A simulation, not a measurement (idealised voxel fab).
Module name: voxel transistor to metal (process module)
In the cross-section labelled cut, the width is 265 nm and each square cell is 5 nm.
Square cells in a grid make up a cross-section in this document, and the grid is given as bands, listed from the top down, each one or more rows of cells.
A band entry consists of two parts. The first gives the height of the band's top and the height of its bottom, in nm. The rest lists the band's materials from left to right, each with its width in nm. A single material labelled with the word "full width" fills the band from edge to edge, and the word "blank" marks empty space.
Heads up on the height convention: 0 is the point under which the incoming wafer is all one material, and the lowest band has no bottom, it just keeps going down, like "top 0, no bottom".
Per-row width for "30 to 40": begins at first number (top row of band), ends at second number (bottom row), increment between rows held constant.
"no alteration", as given for a step, is the statement that not any cell of the cross-section underwent a change during that step.
"Trapped void list": sealed empty spaces, 8 cells or more, no open way to top, listed width x height at distance, with distance from the left edge and width, height and distance in nm.
That trailing text on a step's line, after the settings, is the simulator's own remark on the step.
A step's line can hold "overlay nm"; with a mask on that step, the setting says how far right of the planned place the mask lay, while a negative setting says it lay to the left.

[Steps in the process plan]
| 1 | op RECEIVE | material Si |
| 2 | op CONFORMAL_DEP | material SiO2 | thk nm 5 |
| 3 | op CONFORMAL_DEP | material SiN | thk nm 15 |
| 4 | op PATTERN | tone cover | mask id ACTIVE | material resist | width nm 100 | pitch nm 125 | thk nm 15 | overlay nm 0 |
| 5 | op DIRECTIONAL_ETCH | etch materials SiN | depth nm 15 |
| 6 | op DIRECTIONAL_ETCH | etch materials SiO2 | depth nm 5 |
| 7 | op DIRECTIONAL_ETCH | etch materials Si | depth nm 30 |
| 8 | op STRIP | etch materials resist |
| 9 | op OXIDIZE | depth nm 5 |
| 10 | op FILL_DEP | material SiO2 | thk nm 15 |
| 11 | op CMP | height nm 20 |
| 12 | op SELECTIVE_ETCH | etch materials SiO2 | depth nm 5 |
| 13 | op STRIP | etch materials SiN |
| 14 | op SELECTIVE_ETCH | etch materials SiO2 | depth nm 5 |
| 15 | op OXIDIZE | depth nm 5 |
| 16 | op DIRECTIONAL_DEP | material polySi | thk nm 20 |
| 17 | op DIRECTIONAL_DEP | material SiCN | thk nm 10 |
| 18 | op DIRECTIONAL_DEP | material aC | thk nm 10 |
| 19 | op PATTERN | tone cover | mask id GATE | material resist | width nm 20 | pitch nm 125 | thk nm 30 | overlay nm 0 |
| 20 | op DIRECTIONAL_ETCH | etch materials aC | depth nm 10 |
| 21 | op STRIP | etch materials resist |
| 22 | op DIRECTIONAL_ETCH | etch materials SiCN | depth nm 20 |
| 23 | op DIRECTIONAL_ETCH | etch materials polySi | depth nm 30 |
| 24 | op STRIP | etch materials aC |
| 25 | op CONFORMAL_DEP | material SiO2 | thk nm 5 |
| 26 | op DIRECTIONAL_ETCH | etch materials SiO2 | depth nm 5 |
| 27 | op CONFORMAL_DEP | material SiN | thk nm 10 |
| 28 | op DIRECTIONAL_ETCH | etch materials SiN | depth nm 10 |
| 29 | op DIRECTIONAL_ETCH | etch materials SiO2 | depth nm 5 |
| 30 | op DIRECTIONAL_ETCH | etch materials Si | depth nm 5 |
| 31 | op EPI | material pSi | thk nm 10 |
| 32 | op FILL_DEP | material SiO2 | thk nm 10 |
| 33 | op CMP | height nm 30 |
| 34 | op DIRECTIONAL_DEP | material SiO2 | thk nm 10 |
| 35 | op PATTERN | tone open | mask id CONTACT | material resist | width nm 30 | thk nm 20 | overlay nm 0 |
| 36 | op DIRECTIONAL_ETCH | etch materials SiO2 | depth nm 35 |
| 37 | op STRIP | etch materials resist |
| 38 | op CONFORMAL_DEP | material TiN | thk nm 5 |
| 39 | op FILL_DEP | material W | thk nm 5 |
| 40 | op CMP | height nm 40 |
| 41 | op DIRECTIONAL_DEP | material TiN | thk nm 5 |
| 42 | op DIRECTIONAL_DEP | material W | thk nm 15 |
| 43 | op MASKED_ETCH | tone cover | mask id METAL_1 | width nm 15 | etch materials W | depth nm 15 | overlay nm 0 |
| 44 | op MASKED_ETCH | tone cover | mask id METAL_1 | width nm 15 | etch materials TiN | depth nm 5 | overlay nm 0 |
| 45 | op CONFORMAL_DEP | material SiCN | thk nm 5 |
| 46 | op FILL_DEP | material SiO2 | thk nm 10 |
| 47 | op CMP | height nm 60 |
| 48 | op CONFORMAL_DEP | material SiCN | thk nm 5 |
| 49 | op DIRECTIONAL_DEP | material SiO2 | thk nm 35 |
| 50 | op MASKED_ETCH | tone open | mask id METAL_2 | width nm 15 | pitch nm 125 | etch materials SiO2 | depth nm 20 | overlay nm 0 |
| 51 | op PATTERN | tone open | mask id METAL_2_HOLES | material resist | width nm 15 | pitch nm 125 | thk nm 20 | overlay nm 0 |
| 52 | op DIRECTIONAL_ETCH | etch materials SiO2 | depth nm 15 |
| 53 | op DIRECTIONAL_ETCH | etch materials SiCN | depth nm 5 |
| 54 | op STRIP | etch materials resist |
| 55 | op CONFORMAL_DEP | material TiN | thk nm 5 |
| 56 | op FILL_DEP | material Cu | thk nm 5 |
| 57 | op CMP | height nm 100 |
| 58 | op CONFORMAL_DEP | material SiN | thk nm 5 |

[As-received state of the wafer in cross-section, equivalent to post-step 1]
- top 0, no bottom = Si full width
- Trapped void list: none

[Cross-section at module end, one run error; start and plan unchanged from above]
- top 105, bottom 100 = SiN full width
- top 100, bottom 65 = SiO2 full width
- top 65, bottom 60 = SiCN full width
- top 60, bottom 45 = SiO2: 20  SiCN: 5  W: 15  SiCN: 5  SiO2: 50  SiCN: 5  W: 15  SiCN: 5  SiO2: 25  SiCN: 5  W: 15  SiCN: 5  SiO2: 50  SiCN: 5  W: 15  SiCN: 5  SiO2: 20
- top 45, bottom 40 = SiCN: 25  TiN: 15  SiCN: 60  TiN: 15  SiCN: 35  TiN: 15  SiCN: 60  TiN: 15  SiCN: 25
- top 40, bottom 30 = SiO2: 25  TiN: 5  W: 20 to 10  TiN: 5 to 15  SiO2: 30  TiN: 5 to 15  W: 20 to 10  TiN: 5  SiO2: 35  TiN: 5  W: 20 to 10  TiN: 5 to 15  SiO2: 30  TiN: 5 to 15  W: 20 to 10  TiN: 5  SiO2: 25
- top 30, bottom 20 = SiO2: 25  TiN: 5  W: 10  TiN: 5  SiN: 10  SiO2: 5  SiCN: 20  SiO2: 5  SiN: 10  TiN: 5  W: 10  TiN: 5  SiO2: 35  TiN: 5  W: 10  TiN: 5  SiN: 10  SiO2: 5  SiCN: 20  SiO2: 5  SiN: 10  TiN: 5  W: 10  TiN: 5  SiO2: 25
- top 20, bottom 10 = SiO2: 25  TiN: 5 to 10  W: 10 to 5  TiN: 5  SiN: 10  SiO2: 5  polySi: 20  SiO2: 5  SiN: 10  TiN: 5  W: 10 to 5  TiN: 5 to 10  SiO2: 35  TiN: 5 to 10  W: 10 to 5  TiN: 5  SiN: 10  SiO2: 5  polySi: 20  SiO2: 5  SiN: 10  TiN: 5  W: 10 to 5  TiN: 5 to 10  SiO2: 25
- top 10, bottom 5 = SiO2: 20  SiN: 10  TiN: 15  SiN: 10  SiO2: 5  polySi: 20  SiO2: 5  SiN: 10  TiN: 15  SiN: 10  SiO2: 25  SiN: 10  TiN: 15  SiN: 10  SiO2: 5  polySi: 20  SiO2: 5  SiN: 10  TiN: 15  SiN: 10  SiO2: 20
- top 5, bottom 0 = SiO2: 20  SiN: 10  pSi: 15  SiN: 10  SiO2: 5  polySi: 20  SiO2: 5  SiN: 10  pSi: 15  SiN: 10  SiO2: 25  SiN: 10  pSi: 15  SiN: 10  SiO2: 5  polySi: 20  SiO2: 5  SiN: 10  pSi: 15  SiN: 10  SiO2: 20
- top 0, bottom -5 = SiO2: 30  pSi: 15  SiO2: 50  pSi: 15  SiO2: 45  pSi: 15  SiO2: 50  pSi: 15  SiO2: 30
- top -5, bottom -10 = SiO2: 25  Si: 5  pSi: 15  Si: 50  pSi: 15  Si: 5  SiO2: 35  Si: 5  pSi: 15  Si: 50  pSi: 15  Si: 5  SiO2: 25
- top -10, bottom -35 = SiO2: 25  Si: 90  SiO2: 35  Si: 90  SiO2: 25
- top -35, no bottom = Si full width
- Trapped void list: none
The mistake made against the process plan was this: step 49, plan: ran twice
